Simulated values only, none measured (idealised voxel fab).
The process module presented herein is designated voxel gate over fins.
The cross-section on display is named cut; it measures 165 nm wide, and its cells are 5 nm squares.
Heads up, the way a cross-section reads in here is a grid of square cells, handed over as bands from the top down, with every band being one or more rows of cells.
In this notation a band is specified by the heights of its top and bottom, in that order and in nm, after which its materials appear from left to right, each paired with its width in nm. The word "throughout" attached to a single material means that material fills the band from edge to edge; the word "empty" stands for empty space.
The level at which height equals 0 is the one under which the wafer, as it arrives, is entirely one material. No lower edge exists for the bottom band, which continues downward and is notated as in "from 0 down".
The notation "30->40" denotes a width that varies across the rows of cells in the band, beginning at the first number in the top row, finishing at the second number in the bottom row, and changing by an identical amount from each row to the next.
For the purposes of this document, the phrase "nothing altered" attached to a step denotes that no cell within the cross-section was modified by that step.
The list in "Closed internal cavities" covers empty spaces of 8 cells or more that cannot reach the top through any open way, and it gives each as width x height at distance; the distance is from the left edge, and width, height and distance are in nm.
Read whatever lies past the settings on a step's line as the simulator's own remark about the step.
A step line may carry the setting "overlay nm", which, for steps involving a mask, states the distance by which the mask lay to the right of its intended position; negative values denote displacement to the left.
Every pair from here on: before one process step, after it. The after cross-section reaches only to the lowest band that changed. Below the pair: the step in between and its settings. Pairs can belong to different runs of this module on the same starting wafer; a pair carries on from the pair above only if the entry headed "Geometry before processing" says so.
# Geometry before processing
  from 0 down  Si throughout
  Closed internal cavities: none
# After the Step
  from 5 to 0  SiN throughout
  Under 0: no change, same as before.
  Closed internal cavities: none
Between the two cross-sections above, the process step reads CONFORMAL_DEP: material SiN, thk nm 5
Geometry before processing: just use the after drawing of the pair above as your starting point.
# After the Step
  from 25 to 5  empty=15 / resist=15 / empty=45 / resist=15 / empty=45 / resist=15 / empty=15
  Under 5: no change, same as before.
  Closed internal cavities: none
Between the two cross-sections above, the process step reads PATTERN: tone cover, mask id FINS, material resist, width nm 15, pitch nm 60, thk nm 20, overlay nm 0
Geometry before processing: just use the after drawing of the pair above as your starting point.
# After the Step
  from 25 to 5  empty=15 / resist=15 / empty=45 / resist=15 / empty=45 / resist=15 / empty=15
  from 5 to 0  empty=15 / SiN=15 / empty=45 / SiN=15 / empty=45 / SiN=15 / empty=15
  Under 0: no change, same as before.
  Closed internal cavities: none
Between the two cross-sections above, the process step reads DIRECTIONAL_ETCH: etch materials SiN, depth nm 5
Geometry before processing: just use the after drawing of the pair above as your starting point.
# After the Step
  from 25 to 5  empty=15 / resist=15 / empty=45 / resist=15 / empty=45 / resist=15 / empty=15
  from 5 to 0  empty=15 / SiN=15 / empty=45 / SiN=15 / empty=45 / SiN=15 / empty=15
  from 0 to -30  empty=15 / Si=15 / empty=45 / Si=15 / empty=45 / Si=15 / empty=15
  Under -30: no change, same as before.
  Closed internal cavities: none
Between the two cross-sections above, the process step reads DIRECTIONAL_ETCH: etch materials Si, depth nm 30
Geometry before processing: just use the after drawing of the pair above as your starting point.
# After the Step
  from 5 to 0  empty=15 / SiN=15 / empty=45 / SiN=15 / empty=45 / SiN=15 / empty=15
  Under 0: no change, same as before.
  Closed internal cavities: none
Between the two cross-sections above, the process step reads STRIP: etch materials resist
Geometry before processing: just use the after drawing of the pair above as your starting point.
# After the Step
  from 5 to 0  empty=15 / SiN=15 / empty=45 / SiN=15 / empty=45 / SiN=15 / empty=15
  from 0 to -30  empty=15 / SiO2=5 / Si=5 / SiO2=5 / empty=45 / SiO2=5 / Si=5 / SiO2=5 / empty=45 / SiO2=5 / Si=5 / SiO2=5 / empty=15
  from -30 to -35  SiO2=20 / Si=5 / SiO2=55 / Si=5 / SiO2=55 / Si=5 / SiO2=20
  Under -35: no change, same as before.
  Closed internal cavities: none
Between the two cross-sections above, the process step reads OXIDIZE: depth nm 5
Geometry before processing: just use the after drawing of the pair above as your starting point.
# After the Step
  from 10 to 5  SiO2 throughout
  from 5 to 0  SiO2=15 / SiN=15 / SiO2=45 / SiN=15 / SiO2=45 / SiN=15 / SiO2=15
  from 0 to -35  SiO2=20 / Si=5 / SiO2=55 / Si=5 / SiO2=55 / Si=5 / SiO2=20
  Under -35: no change, same as before.
  Closed internal cavities: none
Between the two cross-sections above, the process step reads FILL_DEP: material SiO2, thk nm 5
Geometry before processing: just use the after drawing of the pair above as your starting point.
# After the Step
  from 5 to 0  SiO2=15 / SiN=15 / SiO2=45 / SiN=15 / SiO2=45 / SiN=15 / SiO2=15
  Under 0: no change, same as before.
  Closed internal cavities: none
Between the two cross-sections above, the process step reads CMP: height nm 5
Geometry before processing: just use the after drawing of the pair above as your starting point.
# After the Step
  from 5 to 0  SiO2=15 / SiN=15 / SiO2=15 / empty=15 / SiO2=15 / SiN=15 / SiO2=45 / SiN=15 / SiO2=15
  from 0 to -25  SiO2=20 / Si=5 / SiO2=20 / empty=15 / SiO2=20 / Si=5 / SiO2=55 / Si=5 / SiO2=20
  Under -25: no change, same as before.
  Closed internal cavities: none
Between the two cross-sections above, the process step reads MASKED_ETCH: tone open, mask id RAIL, width nm 15, etch materials SiO2, depth nm 30, overlay nm 0
Geometry before processing: just use the after drawing of the pair above as your starting point.
# After the Step
  from 10 to 5  TiN=50 / empty=5 / TiN=110
  from 5 to 0  SiO2=15 / SiN=15 / SiO2=15 / TiN=5 / empty=5 / TiN=5 / SiO2=15 / SiN=15 / SiO2=45 / SiN=15 / SiO2=15
  from 0 to -20  SiO2=20 / Si=5 / SiO2=20 / TiN=5 / empty=5 / TiN=5 / SiO2=20 / Si=5 / SiO2=55 / Si=5 / SiO2=20
  from -20 to -25  SiO2=20 / Si=5 / SiO2=20 / TiN=15 / SiO2=20 / Si=5 / SiO2=55 / Si=5 / SiO2=20
  Under -25: no change, same as before.
  Closed internal cavities: none
Between the two cross-sections above, the process step reads CONFORMAL_DEP: material TiN, thk nm 5
Geometry before processing: just use the after drawing of the pair above as your starting point.
# After the Step
  from 20 to 10  W throughout
  from 10 to 5  TiN=50 / W=5 / TiN=110
  from 5 to 0  SiO2=15 / SiN=15 / SiO2=15 / TiN=5 / W=5 / TiN=5 / SiO2=15 / SiN=15 / SiO2=45 / SiN=15 / SiO2=15
  from 0 to -20  SiO2=20 / Si=5 / SiO2=20 / TiN=5 / W=5 / TiN=5 / SiO2=20 / Si=5 / SiO2=55 / Si=5 / SiO2=20
  Under -20: no change, same as before.
  Closed internal cavities: none
Between the two cross-sections above, the process step reads FILL_DEP: material W, thk nm 10
Geometry before processing: just use the after drawing of the pair above as your starting point.
# After the Step
  from 5 to 0  SiO2=15 / SiN=15 / SiO2=15 / TiN=5 / W=5 / TiN=5 / SiO2=15 / SiN=15 / SiO2=45 / SiN=15 / SiO2=15
  Under 0: no change, same as before.
  Closed internal cavities: none
Between the two cross-sections above, the process step reads CMP: height nm 5
Geometry before processing: just use the after drawing of the pair above as your starting point.
# After the Step
  from 5 to 0  SiO2=15 / SiN=15 / SiO2=15 / empty=15 / SiO2=15 / SiN=15 / SiO2=45 / SiN=15 / SiO2=15
  from 0 to -20  SiO2=20 / Si=5 / SiO2=20 / empty=15 / SiO2=20 / Si=5 / SiO2=55 / Si=5 / SiO2=20
  Under -20: no change, same as before.
  Closed internal cavities: none
Between the two cross-sections above, the process step reads SELECTIVE_ETCH: etch materials W Ru TiN, depth nm 25
Geometry before processing: just use the after drawing of the pair above as your starting point.
# After the Step
  from 10 to 5  SiO2 throughout
  from 5 to 0  SiO2=15 / SiN=15 / SiO2=45 / SiN=15 / SiO2=45 / SiN=15 / SiO2=15
  from 0 to -20  SiO2=20 / Si=5 / SiO2=55 / Si=5 / SiO2=55 / Si=5 / SiO2=20
  Under -20: no change, same as before.
  Closed internal cavities: none
Between the two cross-sections above, the process step reads FILL_DEP: material SiO2, thk nm 5
Geometry before processing: just use the after drawing of the pair above as your starting point.
# After the Step
  from 5 to 0  SiO2=15 / SiN=15 / SiO2=45 / SiN=15 / SiO2=45 / SiN=15 / SiO2=15
  Under 0: no change, same as before.
  Closed internal cavities: none
Between the two cross-sections above, the process step reads CMP: height nm 5
Geometry before processing: just use the after drawing of the pair above as your starting point.
# After the Step
  from 5 to 0  empty=15 / SiN=15 / empty=45 / SiN=15 / empty=45 / SiN=15 / empty=15
  from 0 to -15  empty=20 / Si=5 / empty=55 / Si=5 / empty=55 / Si=5 / empty=20
  Under -15: no change, same as before.
  Closed internal cavities: none
Between the two cross-sections above, the process step reads SELECTIVE_ETCH: etch materials SiO2, depth nm 20
Geometry before processing: just use the after drawing of the pair above as your starting point.
# After the Step
  from 0 to -15  empty=20 / Si=5 / empty=55 / Si=5 / empty=55 / Si=5 / empty=20
  Under -15: no change, same as before.
  Closed internal cavities: none
Between the two cross-sections above, the process step reads STRIP: etch materials SiN
Geometry before processing: just use the after drawing of the pair above as your starting point.
# After the Step
  from 5 to 0  empty=15 / HfO2=15 / empty=45 / HfO2=15 / empty=45 / HfO2=15 / empty=15
  from 0 to -10  empty=15 / HfO2=5 / Si=5 / HfO2=5 / empty=45 / HfO2=5 / Si=5 / HfO2=5 / empty=45 / HfO2=5 / Si=5 / HfO2=5 / empty=15
  from -10 to -15  HfO2=20 / Si=5 / HfO2=55 / Si=5 / HfO2=55 / Si=5 / HfO2=20
  Under -15: no change, same as before.
  Closed internal cavities: none
Between the two cross-sections above, the process step reads CONFORMAL_DEP: material HfO2, thk nm 5
Geometry before processing: just use the after drawing of the pair above as your starting point.
# After the Step
  from 10 to 5  empty=10 / TiN=25 / empty=35 / TiN=25 / empty=35 / TiN=25 / empty=10
  from 5 to 0  empty=10 / TiN=5 / HfO2=15 / TiN=5 / empty=35 / TiN=5 / HfO2=15 / TiN=5 / empty=35 / TiN=5 / HfO2=15 / TiN=5 / empty=10
  from 0 to -5  empty=10 / TiN=5 / HfO2=5 / Si=5 / HfO2=5 / TiN=5 / empty=35 / TiN=5 / HfO2=5 / Si=5 / HfO2=5 / TiN=5 / empty=35 / TiN=5 / HfO2=5 / Si=5 / HfO2=5 / TiN=5 / empty=10
  from -5 to -10  TiN=15 / HfO2=5 / Si=5 / HfO2=5 / TiN=45 / HfO2=5 / Si=5 / HfO2=5 / TiN=45 / HfO2=5 / Si=5 / HfO2=5 / TiN=15
  Under -10: no change, same as before.
  Closed internal cavities: none
Between the two cross-sections above, the process step reads CONFORMAL_DEP: material TiN, thk nm 5
Geometry before processing: just use the after drawing of the pair above as your starting point.
# After the Step
  from 25 to 10  W throughout
  from 10 to 5  W=10 / TiN=25 / W=35 / TiN=25 / W=35 / TiN=25 / W=10
  from 5 to 0  W=10 / TiN=5 / HfO2=15 / TiN=5 / W=35 / TiN=5 / HfO2=15 / TiN=5 / W=35 / TiN=5 / HfO2=15 / TiN=5 / W=10
  from 0 to -5  W=10 / TiN=5 / HfO2=5 / Si=5 / HfO2=5 / TiN=5 / W=35 / TiN=5 / HfO2=5 / Si=5 / HfO2=5 / TiN=5 / W=35 / TiN=5 / HfO2=5 / Si=5 / HfO2=5 / TiN=5 / W=10
  Under -5: no change, same as before.
  Closed internal cavities: none
Between the two cross-sections above, the process step reads FILL_DEP: material W, thk nm 15
Geometry before processing: just use the after drawing of the pair above as your starting point.
# After the Step
  from 20 to 10  W throughout
  Under 10: no change, same as before.
  Closed internal cavities: none
Between the two cross-sections above, the process step reads CMP: height nm 20
Geometry before processing: just use the after drawing of the pair above as your starting point.
# After the Step
  from 30 to 20  SiN throughout
  Under 20: no change, same as before.
  Closed internal cavities: none
Between the two cross-sections above, the process step reads CONFORMAL_DEP: material SiN, thk nm 10
# Geometry before processing
  from 0 to -15  empty=20 / Si=5 / empty=55 / Si=5 / empty=55 / Si=5 / empty=20
  from -15 to -20  SiO2=20 / Si=5 / SiO2=55 / Si=5 / SiO2=55 / Si=5 / SiO2=20
  from -20 to -25  SiO2=20 / Si=5 / SiO2=20 / TiN=15 / SiO2=20 / Si=5 / SiO2=55 / Si=5 / SiO2=20
  from -25 to -35  SiO2=20 / Si=5 / SiO2=55 / Si=5 / SiO2=55 / Si=5 / SiO2=20
  from -35 down  Si throughout
  Closed internal cavities: none
# After the Step
  from 5 to 0  empty=15 / TiN=15 / empty=45 / TiN=15 / empty=45 / TiN=15 / empty=15
  from 0 to -10  empty=15 / TiN=5 / Si=5 / TiN=5 / empty=45 / TiN=5 / Si=5 / TiN=5 / empty=45 / TiN=5 / Si=5 / TiN=5 / empty=15
  from -10 to -15  TiN=20 / Si=5 / TiN=55 / Si=5 / TiN=55 / Si=5 / TiN=20
  Under -15: no change, same as before.
  Closed internal cavities: none
Between the two cross-sections above, the process step reads CONFORMAL_DEP: material TiN, thk nm 5
Geometry before processing: just use the after drawing of the pair above as your starting point.
# After the Step
  from 20 to 5  W throughout
  from 5 to 0  W=15 / TiN=15 / W=45 / TiN=15 / W=45 / TiN=15 / W=15
  from 0 to -10  W=15 / TiN=5 / Si=5 / TiN=5 / W=45 / TiN=5 / Si=5 / TiN=5 / W=45 / TiN=5 / Si=5 / TiN=5 / W=15
  Under -10: no change, same as before.
  Closed internal cavities: none
Between the two cross-sections above, the process step reads FILL_DEP: material W, thk nm 15
Geometry before processing: just use the after drawing of the pair above as your starting point.
# After the Step
  from 30 to 20  SiN throughout
  Under 20: no change, same as before.
  Closed internal cavities: none
Between the two cross-sections above, the process step reads CONFORMAL_DEP: material SiN, thk nm 10
# Geometry before processing
  from 25 to 5  empty=15 / resist=15 / empty=45 / resist=15 / empty=45 / resist=15 / empty=15
  from 5 to 0  empty=15 / SiN=15 / empty=45 / SiN=15 / empty=45 / SiN=15 / empty=15
  from 0 to -30  empty=15 / Si=15 / empty=45 / Si=15 / empty=45 / Si=15 / empty=15
  from -30 down  Si throughout
  Closed internal cavities: none
# After the Step
  from 25 to 5  empty=15 / resist=15 / empty=45 / resist=15 / empty=45 / resist=15 / empty=15
  from 5 to 0  empty=15 / SiN=15 / empty=45 / SiN=15 / empty=45 / SiN=15 / empty=15
  from 0 to -60  empty=15 / Si=15 / empty=45 / Si=15 / empty=45 / Si=15 / empty=15
  Under -60: no change, same as before.
  Closed internal cavities: none
Between the two cross-sections above, the process step reads DIRECTIONAL_ETCH: etch materials Si, depth nm 30
Geometry before processing: just use the after drawing of the pair above as your starting point.
# After the Step
  from 5 to 0  empty=15 / SiN=15 / empty=45 / SiN=15 / empty=45 / SiN=15 / empty=15
  Under 0: no change, same as before.
  Closed internal cavities: none
Between the two cross-sections above, the process step reads STRIP: etch materials resist
Geometry before processing: just use the after drawing of the pair above as your starting point.
# After the Step
  from 5 to 0  empty=15 / SiN=15 / empty=45 / SiN=15 / empty=45 / SiN=15 / empty=15
  from 0 to -60  empty=15 / SiO2=5 / Si=5 / SiO2=5 / empty=45 / SiO2=5 / Si=5 / SiO2=5 / empty=45 / SiO2=5 / Si=5 / SiO2=5 / empty=15
  from -60 to -65  SiO2=20 / Si=5 / SiO2=55 / Si=5 / SiO2=55 / Si=5 / SiO2=20
  Under -65: no change, same as before.
  Closed internal cavities: none
Between the two cross-sections above, the process step reads OXIDIZE: depth nm 5
Geometry before processing: just use the after drawing of the pair above as your starting point.
# After the Step
  from 10 to 5  SiO2 throughout
  from 5 to 0  SiO2=15 / SiN=15 / SiO2=45 / SiN=15 / SiO2=45 / SiN=15 / SiO2=15
  from 0 to -65  SiO2=20 / Si=5 / SiO2=55 / Si=5 / SiO2=55 / Si=5 / SiO2=20
  Under -65: no change, same as before.
  Closed internal cavities: none
Between the two cross-sections above, the process step reads FILL_DEP: material SiO2, thk nm 5
Geometry before processing: just use the after drawing of the pair above as your starting point.
# After the Step
  from 5 to 0  SiO2=15 / SiN=15 / SiO2=45 / SiN=15 / SiO2=45 / SiN=15 / SiO2=15
  Under 0: no change, same as before.
  Closed internal cavities: none
Between the two cross-sections above, the process step reads CMP: height nm 5
Geometry before processing: just use the after drawing of the pair above as your starting point.
# After the Step
  from 5 to 0  SiO2=15 / SiN=15 / SiO2=15 / empty=15 / SiO2=15 / SiN=15 / SiO2=45 / SiN=15 / SiO2=15
  from 0 to -25  SiO2=20 / Si=5 / SiO2=20 / empty=15 / SiO2=20 / Si=5 / SiO2=55 / Si=5 / SiO2=20
  Under -25: no change, same as before.
  Closed internal cavities: none
Between the two cross-sections above, the process step reads MASKED_ETCH: tone open, mask id RAIL, width nm 15, etch materials SiO2, depth nm 30, overlay nm 0
Geometry before processing: just use the after drawing of the pair above as your starting point.
# After the Step
  from 10 to 5  TiN=50 / empty=5 / TiN=110
  from 5 to 0  SiO2=15 / SiN=15 / SiO2=15 / TiN=5 / empty=5 / TiN=5 / SiO2=15 / SiN=15 / SiO2=45 / SiN=15 / SiO2=15
  from 0 to -20  SiO2=20 / Si=5 / SiO2=20 / TiN=5 / empty=5 / TiN=5 / SiO2=20 / Si=5 / SiO2=55 / Si=5 / SiO2=20
  from -20 to -25  SiO2=20 / Si=5 / SiO2=20 / TiN=15 / SiO2=20 / Si=5 / SiO2=55 / Si=5 / SiO2=20
  Under -25: no change, same as before.
  Closed internal cavities: none
Between the two cross-sections above, the process step reads CONFORMAL_DEP: material TiN, thk nm 5
Geometry before processing: just use the after drawing of the pair above as your starting point.
# After the Step
  from 20 to 10  W throughout
  from 10 to 5  TiN=50 / W=5 / TiN=110
  from 5 to 0  SiO2=15 / SiN=15 / SiO2=15 / TiN=5 / W=5 / TiN=5 / SiO2=15 / SiN=15 / SiO2=45 / SiN=15 / SiO2=15
  from 0 to -20  SiO2=20 / Si=5 / SiO2=20 / TiN=5 / W=5 / TiN=5 / SiO2=20 / Si=5 / SiO2=55 / Si=5 / SiO2=20
  Under -20: no change, same as before.
  Closed internal cavities: none
Between the two cross-sections above, the process step reads FILL_DEP: material W, thk nm 10
Geometry before processing: just use the after drawing of the pair above as your starting point.
# After the Step
  from 5 to 0  SiO2=15 / SiN=15 / SiO2=15 / TiN=5 / W=5 / TiN=5 / SiO2=15 / SiN=15 / SiO2=45 / SiN=15 / SiO2=15
  Under 0: no change, same as before.
  Closed internal cavities: none
Between the two cross-sections above, the process step reads CMP: height nm 5
Geometry before processing: just use the after drawing of the pair above as your starting point.
# After the Step
  from 5 to 0  SiO2=15 / SiN=15 / SiO2=15 / empty=15 / SiO2=15 / SiN=15 / SiO2=45 / SiN=15 / SiO2=15
  from 0 to -20  SiO2=20 / Si=5 / SiO2=20 / empty=15 / SiO2=20 / Si=5 / SiO2=55 / Si=5 / SiO2=20
  Under -20: no change, same as before.
  Closed internal cavities: none
Between the two cross-sections above, the process step reads SELECTIVE_ETCH: etch materials W Ru TiN, depth nm 25
Geometry before processing: just use the after drawing of the pair above as your starting point.
# After the Step
  from 10 to 5  SiO2 throughout
  from 5 to 0  SiO2=15 / SiN=15 / SiO2=45 / SiN=15 / SiO2=45 / SiN=15 / SiO2=15
  from 0 to -20  SiO2=20 / Si=5 / SiO2=55 / Si=5 / SiO2=55 / Si=5 / SiO2=20
  Under -20: no change, same as before.
  Closed internal cavities: none
Between the two cross-sections above, the process step reads FILL_DEP: material SiO2, thk nm 5
Geometry before processing: just use the after drawing of the pair above as your starting point.
# After the Step
  from 5 to 0  SiO2=15 / SiN=15 / SiO2=45 / SiN=15 / SiO2=45 / SiN=15 / SiO2=15
  Under 0: no change, same as before.
  Closed internal cavities: none
Between the two cross-sections above, the process step reads CMP: height nm 5
Geometry before processing: just use the after drawing of the pair above as your starting point.
# After the Step
  from 5 to 0  empty=15 / SiN=15 / empty=45 / SiN=15 / empty=45 / SiN=15 / empty=15
  from 0 to -15  empty=20 / Si=5 / empty=55 / Si=5 / empty=55 / Si=5 / empty=20
  Under -15: no change, same as before.
  Closed internal cavities: none
Between the two cross-sections above, the process step reads SELECTIVE_ETCH: etch materials SiO2, depth nm 20
Geometry before processing: just use the after drawing of the pair above as your starting point.
# After the Step
  from 0 to -15  empty=20 / Si=5 / empty=55 / Si=5 / empty=55 / Si=5 / empty=20
  Under -15: no change, same as before.
  Closed internal cavities: none
Between the two cross-sections above, the process step reads STRIP: etch materials SiN
Geometry before processing: just use the after drawing of the pair above as your starting point.
# After the Step
  from 5 to 0  empty=15 / HfO2=15 / empty=45 / HfO2=15 / empty=45 / HfO2=15 / empty=15
  from 0 to -10  empty=15 / HfO2=5 / Si=5 / HfO2=5 / empty=45 / HfO2=5 / Si=5 / HfO2=5 / empty=45 / HfO2=5 / Si=5 / HfO2=5 / empty=15
  from -10 to -15  HfO2=20 / Si=5 / HfO2=55 / Si=5 / HfO2=55 / Si=5 / HfO2=20
  Under -15: no change, same as before.
  Closed internal cavities: none
Between the two cross-sections above, the process step reads CONFORMAL_DEP: material HfO2, thk nm 5
Geometry before processing: just use the after drawing of the pair above as your starting point.
# After the Step
  from 10 to 5  empty=10 / TiN=25 / empty=35 / TiN=25 / empty=35 / TiN=25 / empty=10
  from 5 to 0  empty=10 / TiN=5 / HfO2=15 / TiN=5 / empty=35 / TiN=5 / HfO2=15 / TiN=5 / empty=35 / TiN=5 / HfO2=15 / TiN=5 / empty=10
  from 0 to -5  empty=10 / TiN=5 / HfO2=5 / Si=5 / HfO2=5 / TiN=5 / empty=35 / TiN=5 / HfO2=5 / Si=5 / HfO2=5 / TiN=5 / empty=35 / TiN=5 / HfO2=5 / Si=5 / HfO2=5 / TiN=5 / empty=10
  from -5 to -10  TiN=15 / HfO2=5 / Si=5 / HfO2=5 / TiN=45 / HfO2=5 / Si=5 / HfO2=5 / TiN=45 / HfO2=5 / Si=5 / HfO2=5 / TiN=15
  Under -10: no change, same as before.
  Closed internal cavities: none
Between the two cross-sections above, the process step reads CONFORMAL_DEP: material TiN, thk nm 5
Geometry before processing: just use the after drawing of the pair above as your starting point.
# After the Step
  from 25 to 10  W throughout
  from 10 to 5  W=10 / TiN=25 / W=35 / TiN=25 / W=35 / TiN=25 / W=10
  from 5 to 0  W=10 / TiN=5 / HfO2=15 / TiN=5 / W=35 / TiN=5 / HfO2=15 / TiN=5 / W=35 / TiN=5 / HfO2=15 / TiN=5 / W=10
  from 0 to -5  W=10 / TiN=5 / HfO2=5 / Si=5 / HfO2=5 / TiN=5 / W=35 / TiN=5 / HfO2=5 / Si=5 / HfO2=5 / TiN=5 / W=35 / TiN=5 / HfO2=5 / Si=5 / HfO2=5 / TiN=5 / W=10
  Under -5: no change, same as before.
  Closed internal cavities: none
Between the two cross-sections above, the process step reads FILL_DEP: material W, thk nm 15
Geometry before processing: just use the after drawing of the pair above as your starting point.
# After the Step
  from 20 to 10  W throughout
  Under 10: no change, same as before.
  Closed internal cavities: none
Between the two cross-sections above, the process step reads CMP: height nm 20
Geometry before processing: just use the after drawing of the pair above as your starting point.
# After the Step
  from 30 to 20  SiN throughout
  Under 20: no change, same as before.
  Closed internal cavities: none
Between the two cross-sections above, the process step reads CONFORMAL_DEP: material SiN, thk nm 10
# Geometry before processing
  from 5 to 0  empty=15 / TiN=15 / empty=45 / TiN=15 / empty=45 / TiN=15 / empty=15
  from 0 to -10  empty=15 / TiN=5 / Si=5 / TiN=5 / empty=45 / TiN=5 / Si=5 / TiN=5 / empty=45 / TiN=5 / Si=5 / TiN=5 / empty=15
  from -10 to -15  TiN=20 / Si=5 / TiN=55 / Si=5 / TiN=55 / Si=5 / TiN=20
  from -15 to -20  SiO2=20 / Si=5 / SiO2=55 / Si=5 / SiO2=55 / Si=5 / SiO2=20
  from -20 to -25  SiO2=20 / Si=5 / SiO2=20 / TiN=15 / SiO2=20 / Si=5 / SiO2=55 / Si=5 / SiO2=20
  from -25 to -35  SiO2=20 / Si=5 / SiO2=55 / Si=5 / SiO2=55 / Si=5 / SiO2=20
  from -35 down  Si throughout
  Closed internal cavities: none
# After the Step
  from 10 to 5  empty=10 / HfO2=25 / empty=35 / HfO2=25 / empty=35 / HfO2=25 / empty=10
  from 5 to 0  empty=10 / HfO2=5 / TiN=15 / HfO2=5 / empty=35 / HfO2=5 / TiN=15 / HfO2=5 / empty=35 / HfO2=5 / TiN=15 / HfO2=5 / empty=10
  from 0 to -5  empty=10 / HfO2=5 / TiN=5 / Si=5 / TiN=5 / HfO2=5 / empty=35 / HfO2=5 / TiN=5 / Si=5 / TiN=5 / HfO2=5 / empty=35 / HfO2=5 / TiN=5 / Si=5 / TiN=5 / HfO2=5 / empty=10
  from -5 to -10  HfO2=15 / TiN=5 / Si=5 / TiN=5 / HfO2=45 / TiN=5 / Si=5 / TiN=5 / HfO2=45 / TiN=5 / Si=5 / TiN=5 / HfO2=15
  Under -10: no change, same as before.
  Closed internal cavities: none
Between the two cross-sections above, the process step reads CONFORMAL_DEP: material HfO2, thk nm 5
Geometry before processing: just use the after drawing of the pair above as your starting point.
# After the Step
  from 25 to 10  W throughout
  from 10 to 5  W=10 / HfO2=25 / W=35 / HfO2=25 / W=35 / HfO2=25 / W=10
  from 5 to 0  W=10 / HfO2=5 / TiN=15 / HfO2=5 / W=35 / HfO2=5 / TiN=15 / HfO2=5 / W=35 / HfO2=5 / TiN=15 / HfO2=5 / W=10
  from 0 to -5  W=10 / HfO2=5 / TiN=5 / Si=5 / TiN=5 / HfO2=5 / W=35 / HfO2=5 / TiN=5 / Si=5 / TiN=5 / HfO2=5 / W=35 / HfO2=5 / TiN=5 / Si=5 / TiN=5 / HfO2=5 / W=10
  Under -5: no change, same as before.
  Closed internal cavities: none
Between the two cross-sections above, the process step reads FILL_DEP: material W, thk nm 15
Geometry before processing: just use the after drawing of the pair above as your starting point.
# After the Step
  from 20 to 10  W throughout
  Under 10: no change, same as before.
  Closed internal cavities: none
Between the two cross-sections above, the process step reads CMP: height nm 20
Geometry before processing: just use the after drawing of the pair above as your starting point.
# After the Step
  from 30 to 20  SiN throughout
  Under 20: no change, same as before.
  Closed internal cavities: none
Between the two cross-sections above, the process step reads CONFORMAL_DEP: material SiN, thk nm 10
# Geometry before processing
  from 25 to 10  W throughout
  from 10 to 5  W=10 / TiN=25 / W=35 / TiN=25 / W=35 / TiN=25 / W=10
  from 5 to 0  W=10 / TiN=5 / HfO2=15 / TiN=5 / W=35 / TiN=5 / HfO2=15 / TiN=5 / W=35 / TiN=5 / HfO2=15 / TiN=5 / W=10
  from 0 to -5  W=10 / TiN=5 / HfO2=5 / Si=5 / HfO2=5 / TiN=5 / W=35 / TiN=5 / HfO2=5 / Si=5 / HfO2=5 / TiN=5 / W=35 / TiN=5 / HfO2=5 / Si=5 / HfO2=5 / TiN=5 / W=10
  from -5 to -10  TiN=15 / HfO2=5 / Si=5 / HfO2=5 / TiN=45 / HfO2=5 / Si=5 / HfO2=5 / TiN=45 / HfO2=5 / Si=5 / HfO2=5 / TiN=15
  from -10 to -15  HfO2=20 / Si=5 / HfO2=55 / Si=5 / HfO2=55 / Si=5 / HfO2=20
  from -15 to -20  SiO2=20 / Si=5 / SiO2=55 / Si=5 / SiO2=55 / Si=5 / SiO2=20
  from -20 to -25  SiO2=20 / Si=5 / SiO2=20 / TiN=15 / SiO2=20 / Si=5 / SiO2=55 / Si=5 / SiO2=20
  from -25 to -35  SiO2=20 / Si=5 / SiO2=55 / Si=5 / SiO2=55 / Si=5 / SiO2=20
  from -35 down  Si throughout
  Closed internal cavities: none
# After the Step
  from 15 to 10  W throughout
  Under 10: no change, same as before.
  Closed internal cavities: none
Between the two cross-sections above, the process step reads CMP: height nm 15
Geometry before processing: just use the after drawing of the pair above as your starting point.
# After the Step
  from 25 to 15  SiN throughout
  Under 15: no change, same as before.
  Closed internal cavities: none
Between the two cross-sections above, the process step reads CONFORMAL_DEP: material SiN, thk nm 10
# Geometry before processing
  from 5 to 0  SiO2=15 / SiN=15 / SiO2=45 / SiN=15 / SiO2=45 / SiN=15 / SiO2=15
  from 0 to -35  SiO2=20 / Si=5 / SiO2=55 / Si=5 / SiO2=55 / Si=5 / SiO2=20
  from -35 down  Si throughout
  Closed internal cavities: none
# After the Step
  from 5 to 0  SiO2=15 / SiN=15 / SiO2=10 / empty=25 / SiO2=10 / SiN=15 / SiO2=45 / SiN=15 / SiO2=15
  from 0 to -25  SiO2=20 / Si=5 / SiO2=15 / empty=25 / SiO2=15 / Si=5 / SiO2=55 / Si=5 / SiO2=20
  Under -25: no change, same as before.
  Closed internal cavities: none
Between the two cross-sections above, the process step reads MASKED_ETCH: tone open, mask id RAIL, width nm 25, etch materials SiO2, depth nm 30, overlay nm 0
Geometry before processing: just use the after drawing of the pair above as your starting point.
# After the Step
  from 10 to 5  TiN=45 / empty=15 / TiN=105
  from 5 to 0  SiO2=15 / SiN=15 / SiO2=10 / TiN=5 / empty=15 / TiN=5 / SiO2=10 / SiN=15 / SiO2=45 / SiN=15 / SiO2=15
  from 0 to -20  SiO2=20 / Si=5 / SiO2=15 / TiN=5 / empty=15 / TiN=5 / SiO2=15 / Si=5 / SiO2=55 / Si=5 / SiO2=20
  from -20 to -25  SiO2=20 / Si=5 / SiO2=15 / TiN=25 / SiO2=15 / Si=5 / SiO2=55 / Si=5 / SiO2=20
  Under -25: no change, same as before.
  Closed internal cavities: none
Between the two cross-sections above, the process step reads CONFORMAL_DEP: material TiN, thk nm 5
Geometry before processing: just use the after drawing of the pair above as your starting point.
# After the Step
  from 20 to 10  W throughout
  from 10 to 5  TiN=45 / W=15 / TiN=105
  from 5 to 0  SiO2=15 / SiN=15 / SiO2=10 / TiN=5 / W=15 / TiN=5 / SiO2=10 / SiN=15 / SiO2=45 / SiN=15 / SiO2=15
  from 0 to -20  SiO2=20 / Si=5 / SiO2=15 / TiN=5 / W=15 / TiN=5 / SiO2=15 / Si=5 / SiO2=55 / Si=5 / SiO2=20
  Under -20: no change, same as before.
  Closed internal cavities: none
Between the two cross-sections above, the process step reads FILL_DEP: material W, thk nm 10
Geometry before processing: just use the after drawing of the pair above as your starting point.
# After the Step
  from 5 to 0  SiO2=15 / SiN=15 / SiO2=10 / TiN=5 / W=15 / TiN=5 / SiO2=10 / SiN=15 / SiO2=45 / SiN=15 / SiO2=15
  Under 0: no change, same as before.
  Closed internal cavities: none
Between the two cross-sections above, the process step reads CMP: height nm 5
Geometry before processing: just use the after drawing of the pair above as your starting point.
# After the Step
  from 5 to 0  SiO2=15 / SiN=15 / SiO2=10 / empty=25 / SiO2=10 / SiN=15 / SiO2=45 / SiN=15 / SiO2=15
  from 0 to -20  SiO2=20 / Si=5 / SiO2=15 / empty=25 / SiO2=15 / Si=5 / SiO2=55 / Si=5 / SiO2=20
  Under -20: no change, same as before.
  Closed internal cavities: none
Between the two cross-sections above, the process step reads SELECTIVE_ETCH: etch materials W Ru TiN, depth nm 25
